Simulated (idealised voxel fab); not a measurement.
Documented hereafter: the process module known as voxel trench capacitor.
250 nm wide, 5 nm square cells: that's cross-section cut.
Format of a cross-section: grid, square cells. Given as bands. Order: top down. Band: one or more rows of cells.
The band entry comprises the height of the band's top followed by the height of its bottom, expressed in nm, and subsequently the band's materials from left to right, each stated together with its width in nm. Where a single material is marked with the word "throughout", that material fills the band from edge to edge. The word "blank" represents empty space.
The level at which height equals 0 is the one under which the wafer, as it arrives, is entirely one material. No lower edge exists for the bottom band, which continues downward and is notated as in "from 0 down".
The width entry "30 to 40" should be interpreted row by row: the top row of cells in the band takes the first number, the bottom row takes the second number, and the change between adjacent rows is uniform throughout.
A step reported as "remains unaltered" is a step in which no cell of the cross-section changed.
Each empty space that has no open way to the top and spans at least 8 cells appears under "Trapped cavities" as width x height at distance, the distance counted from the left edge, all in nm.
On each step's line, the part that comes after the settings is the simulator's own comment on the step.
overlay nm: how far to the right of its planned place the mask lay on this masked step (negative: to the left).

Here's what the planned process steps look like
1,op RECEIVE | material Si
2,op CONFORMAL_DEP | material SiN | thk nm 5
3,op DIRECTIONAL_DEP | material aC | thk nm 10
4,op PATTERN | tone open | mask id TRENCH | material resist | width nm 20 | pitch nm 40 | thk nm 25 | overlay nm 0
5,op DIRECTIONAL_ETCH | etch materials aC | depth nm 10
6,op STRIP | etch materials resist
7,op DIRECTIONAL_ETCH | etch materials SiN | depth nm 5
8,op DIRECTIONAL_ETCH | etch materials Si | depth nm 35
9,op STRIP | etch materials aC
10,op CONFORMAL_DEP | material SiO2 | thk nm 5
11,op FILL_DEP | material polySi | thk nm 5
12,op CMP | height nm 5

Shown in cross-section is the wafer as received, that is, as it stands after step 1
- from 0 down: Si throughout
- Trapped cavities: none

Looking at the first of two wafers in cross-section at end of module - ran to plan
- from 5 to 0: 75 SiN | 5 SiO2 | 10 polySi | 5 SiO2 | 20 SiN | 5 SiO2 | 10 polySi | 5 SiO2 | 20 SiN | 5 SiO2 | 10 polySi | 5 SiO2 | 75 SiN
- from 0 to -30: 75 Si | 5 SiO2 | 10 polySi | 5 SiO2 | 20 Si | 5 SiO2 | 10 polySi | 5 SiO2 | 20 Si | 5 SiO2 | 10 polySi | 5 SiO2 | 75 Si
- from -30 to -35: 75 Si | 20 SiO2 | 20 Si | 20 SiO2 | 20 Si | 20 SiO2 | 75 Si
- from -35 down: Si throughout
- Trapped cavities: none

Wafer two cross-section, module end. Start and plan unchanged from wafer one; one mistake made during the run
- from 5 to 0: 70 polySi | 5 SiO2 | 20 SiN | 5 SiO2 | 10 polySi | 5 SiO2 | 20 SiN | 5 SiO2 | 10 polySi | 5 SiO2 | 20 SiN | 5 SiO2 | 70 polySi
- from 0 to -30: 70 polySi | 5 SiO2 | 20 Si | 5 SiO2 | 10 polySi | 5 SiO2 | 20 Si | 5 SiO2 | 10 polySi | 5 SiO2 | 20 Si | 5 SiO2 | 70 polySi
- from -30 to -35: 75 SiO2 | 20 Si | 20 SiO2 | 20 Si | 20 SiO2 | 20 Si | 75 SiO2
- from -35 down: Si throughout
- Trapped cavities: none
Here's what went sideways: so step 4 ended up running with a different setting than we planned, it ran as op PATTERN | tone cover | mask id TRENCH | material resist | width nm 20 | pitch nm 40 | thk nm 25 | overlay nm 0
Upon completion, the second wafer contains, in terms of cells, a greater or smaller amount of certain materials than the first wafer: Si: 182 fewer; SiN: 26 fewer; SiO2: 26 more; polySi: 182 more
